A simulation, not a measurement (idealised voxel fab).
Process module under the name voxel wiring stack
Xsec cut, 230 nm wide, square cell size 5 nm.
We lay out every cross-section as a grid of square cells and spell it out in bands from the top down, where one band means one or more rows of cells. The entry gives the band's vertical extent as a top height and a bottom height in nm, then its horizontal make-up as materials from left to right, each with a width in nm. "air" stands for empty space; a single material marked "full width" fills the band edge to edge. Zero point of the height axis is 0; under it, received wafer = one material. Lowest band: continues down indefinitely, "0 nm and below". Think of "30 to 40" as a width that walks from the first number to the second as you go down the band, top row to bottom row, taking equal-sized steps from row to row. What does "changes: none" mean for a step? It means no cell of the cross-section changed in that step. Entry "Enclosed internal cavities" = empty spaces >= 8 cells with no open way to the top; each as width x height at distance, distance from left edge, all nm. Note: text after step settings on the step line = simulator remark on that step. "overlay nm" answers the question of how far to the right of plan the mask lay on a step that has a mask, and when it is negative the answer is to the left.
Planned process steps:
1,RECEIVE,material Si
2,CONFORMAL_DEP,material SiO2,thk nm 10
3,DIRECTIONAL_DEP,material TiN,thk nm 5
4,DIRECTIONAL_DEP,material Ru,thk nm 15
5,PATTERN,tone cover,mask id METAL_1,material resist,width nm 25,pitch nm 55,thk nm 20,overlay nm 0
6,DIRECTIONAL_ETCH,etch materials Ru,depth nm 25
7,DIRECTIONAL_ETCH,etch materials TiN,depth nm 5
8,STRIP,etch materials resist
9,FILL_DEP,material SiO2,thk nm 10
10,CMP,height nm 40
11,CONFORMAL_DEP,material SiCN,thk nm 5
12,DIRECTIONAL_DEP,material lowk,thk nm 20
13,MASKED_ETCH,tone open,mask id PLUG_1,width nm 15,pitch nm 55,etch materials lowk,depth nm 20,overlay nm 0
14,MASKED_ETCH,tone open,mask id PLUG_1,width nm 15,pitch nm 55,etch materials SiCN,depth nm 5,overlay nm 0
15,EPI,material Ru,thk nm 10
16,EPI,material Ru,thk nm 10
17,EPI,material Ru,thk nm 5
18,CONFORMAL_DEP,material SiN,thk nm 5
19,DIRECTIONAL_DEP,material lowk,thk nm 20
20,MASKED_ETCH,tone open,mask id METAL_2,width nm 25,pitch nm 55,etch materials lowk,depth nm 20,overlay nm 0
21,MASKED_ETCH,tone open,mask id METAL_2,width nm 25,pitch nm 55,etch materials SiN,depth nm 5,overlay nm 0
22,CONFORMAL_DEP,material TiN,thk nm 5
23,FILL_DEP,material Ru,thk nm 10
24,CMP,height nm 90
25,EPI,material Ru,thk nm 5
26,FILL_DEP,material SiCN,thk nm 5
27,DIRECTIONAL_DEP,material lowk,thk nm 35
28,DIRECTIONAL_DEP,material aC,thk nm 10
29,PATTERN,tone open,mask id METAL_3,material resist,width nm 25,pitch nm 55,thk nm 25,overlay nm 0
30,DIRECTIONAL_ETCH,etch materials aC,depth nm 10
31,STRIP,etch materials resist
32,DIRECTIONAL_ETCH,etch materials lowk,depth nm 20
33,STRIP,etch materials aC
34,DIRECTIONAL_DEP,material aC,thk nm 10
35,PATTERN,tone open,mask id METAL_3_HOLES,material resist,width nm 15,pitch nm 55,thk nm 30,overlay nm 0
36,DIRECTIONAL_ETCH,etch materials aC,depth nm 10
37,STRIP,etch materials resist
38,DIRECTIONAL_ETCH,etch materials lowk,depth nm 15
39,DIRECTIONAL_ETCH,etch materials SiCN,depth nm 5
40,STRIP,etch materials aC
41,CONFORMAL_DEP,material TiN,thk nm 5
42,FILL_DEP,material Cu,thk nm 10
43,CMP,height nm 135
44,CONFORMAL_DEP,material SiN,thk nm 5
Same starting wafers, different thk nm at step 4. Plan value belongs to the first wafer.
As-received cross-section, first of several wafers, post step 1:
> 0 nm and below | Si full width
> Enclosed internal cavities: none
Cross-section of the first of several wafers once the module has run through its last step, step 44:
> 140 nm to 135 nm | SiN full width
> 135 nm to 120 nm | 75 lowk | 5 TiN | 15 Cu | 5 TiN | 30 lowk | 5 TiN | 15 Cu | 5 TiN | 75 lowk
> 120 nm to 115 nm | 75 lowk | 5 TiN | 5 Cu | 15 TiN | 30 lowk | 5 TiN | 5 Cu | 15 TiN | 75 lowk
> 115 nm to 100 nm | 75 lowk | 5 TiN | 5 Cu | 5 TiN | 40 lowk | 5 TiN | 5 Cu | 5 TiN | 85 lowk
> 100 nm to 95 nm | 75 SiCN | 15 TiN | 40 SiCN | 15 TiN | 85 SiCN
> 95 nm to 90 nm | 70 SiCN | 35 Ru | 20 SiCN | 35 Ru | 70 SiCN
> 90 nm to 70 nm | 75 lowk | 5 TiN | 15 Ru | 5 TiN | 30 lowk | 5 TiN | 15 Ru | 5 TiN | 75 lowk
> 70 nm to 65 nm | 75 SiN | 25 TiN | 30 SiN | 25 TiN | 75 SiN
> 65 nm to 45 nm | 75 lowk | 5 SiN | 5 TiN | 5 SiN | 40 lowk | 5 SiN | 5 TiN | 5 SiN | 85 lowk
> 45 nm to 40 nm | 75 SiCN | 5 SiN | 5 TiN | 5 SiN | 40 SiCN | 5 SiN | 5 TiN | 5 SiN | 85 SiCN
> 40 nm to 30 nm | SiO2 full width
> 30 nm to 15 nm | 75 SiO2 | 25 Ru | 30 SiO2 | 25 Ru | 75 SiO2
> 15 nm to 10 nm | 75 SiO2 | 25 TiN | 30 SiO2 | 25 TiN | 75 SiO2
> 10 nm to 0 nm | SiO2 full width
> 0 nm and below | Si full width
> Enclosed internal cavities: none
Cross-sectional depiction of the last of several wafers upon completion of the module:
> 140 nm to 135 nm | SiN full width
> 135 nm to 120 nm | 75 lowk | 5 TiN | 15 Cu | 5 TiN | 30 lowk | 5 TiN | 15 Cu | 5 TiN | 75 lowk
> 120 nm to 115 nm | 75 lowk | 5 TiN | 5 Cu | 15 TiN | 30 lowk | 5 TiN | 5 Cu | 15 TiN | 75 lowk
> 115 nm to 100 nm | 75 lowk | 5 TiN | 5 Cu | 5 TiN | 40 lowk | 5 TiN | 5 Cu | 5 TiN | 85 lowk
> 100 nm to 95 nm | 75 SiCN | 15 TiN | 40 SiCN | 15 TiN | 85 SiCN
> 95 nm to 90 nm | 70 SiCN | 35 Ru | 20 SiCN | 35 Ru | 70 SiCN
> 90 nm to 70 nm | 75 lowk | 5 TiN | 15 Ru | 5 TiN | 30 lowk | 5 TiN | 15 Ru | 5 TiN | 75 lowk
> 70 nm to 65 nm | 75 SiN | 25 TiN | 30 SiN | 25 TiN | 75 SiN
> 65 nm to 45 nm | 75 lowk | 15 Ru | 40 lowk | 15 Ru | 85 lowk
> 45 nm to 40 nm | 75 SiCN | 15 Ru | 40 SiCN | 15 Ru | 85 SiCN
> 40 nm to 30 nm | 75 SiO2 | 25 Ru | 30 SiO2 | 25 Ru | 75 SiO2
> 30 nm to 15 nm | Ru full width
> 15 nm to 10 nm | TiN full width
> 10 nm to 0 nm | SiO2 full width
> 0 nm and below | Si full width
> Enclosed internal cavities: none
Basically each wafer gets a line in the table, showing it at the end of the module: material by material, the cells it gained (+) or lost (-) since we got it, then its closed voids:
thk nm 15, +26 Cu, +68 Ru, +112 SiCN, +102 SiN, +328 SiO2, +84 TiN, +568 lowk, Enclosed internal cavities: none
thk nm 20, +26 Cu, +78 Ru, +112 SiCN, +102 SiN, +318 SiO2, +84 TiN, +568 lowk, Enclosed internal cavities: none
thk nm 25, +26 Cu, +118 Ru, +112 SiCN, +82 SiN, +308 SiO2, +74 TiN, +568 lowk, Enclosed internal cavities: none
thk nm 30, +26 Cu, +154 Ru, +112 SiCN, +82 SiN, +236 SiO2, +110 TiN, +568 lowk, Enclosed internal cavities: none
thk nm 35, +26 Cu, +190 Ru, +112 SiCN, +82 SiN, +200 SiO2, +110 TiN, +568 lowk, Enclosed internal cavities: none
thk nm 40, +26 Cu, +226 Ru, +112 SiCN, +82 SiN, +164 SiO2, +110 TiN, +568 lowk, Enclosed internal cavities: none
